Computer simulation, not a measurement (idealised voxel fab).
Process module in this document: voxel double patterning
Displayed cross-section: cut, width of 265 nm, square cells sized 5 nm.
Cross-section, as written here: a square-cell grid given band by band from the top down, where a band holds one or more rows of cells.
What a band's entry tells you: where the top is and where the bottom is, as heights in nm, and after that what lies inside, material by material from left to right, each with its width in nm. Empty space is written as the word "empty", and a single material marked with the word "full width" occupies the band from edge to edge.
Heights are expressed relative to 0, this being the level below which the as-received wafer comprises one material exclusively. The lowest band is unbounded in the downward direction and is denoted as in "z 0 and below".
It should be noted that a width expressed as "30..40" varies in equal increments from row to row of cells within the band, taking the value of the first number at the top row and that of the second number at the bottom row.
"remains unaltered" (step): cross-section cells unchanged, all of them.
This entry, "Closed void entries", enumerates those empty regions of no fewer than 8 cells that possess no open connection to the top. Each region is reported in the form width x height at distance, the distance being taken from the left edge, with all three quantities expressed in nm.
On each step's line, the part that comes after the settings is the simulator's own comment on the step.
overlay nm: right-of-plan distance of the mask on a masked step; negative values mean left-of-plan.
Steps in the process plan:
step 1: RECEIVE [material Si]
step 2: CONFORMAL_DEP [material SiO2] [thk nm 5]
step 3: DIRECTIONAL_DEP [material W] [thk nm 5]
step 4: DIRECTIONAL_DEP [material SiCN] [thk nm 10]
step 5: PATTERN [tone open] [mask id FIRST] [material resist] [width nm 15] [pitch nm 50] [thk nm 20] [overlay nm 0]
step 6: DIRECTIONAL_ETCH [etch materials SiCN] [depth nm 10]
step 7: STRIP [etch materials resist]
step 8: MASKED_ETCH [tone open] [mask id SECOND] [width nm 15] [pitch nm 50] [etch materials SiCN] [depth nm 10] [overlay nm 0]
step 9: DIRECTIONAL_ETCH [etch materials W] [depth nm 15]
step 10: STRIP [etch materials SiCN]
The plan's step 3 thk nm is the first wafer's value; the wafers differ in this setting and start identical.
Cut through the first of several wafers as received, post step 1:
  z 0 and below: Si full width
  Closed void entries: none
Tabulated below, wafer by wafer, are the end-of-module results: for each material, the number of cells gained (+) or lost (-) relative to the as-received state, followed by the closed voids:
thk nm 5; +53 SiO2; +38 W; Closed void entries: none
thk nm 10; +53 SiO2; +76 W; Closed void entries: none
thk nm 15; +53 SiO2; +114 W; Closed void entries: none
thk nm 20; +53 SiO2; +167 W; Closed void entries: none
thk nm 25; +53 SiO2; +220 W; Closed void entries: none
thk nm 30; +53 SiO2; +273 W; Closed void entries: none
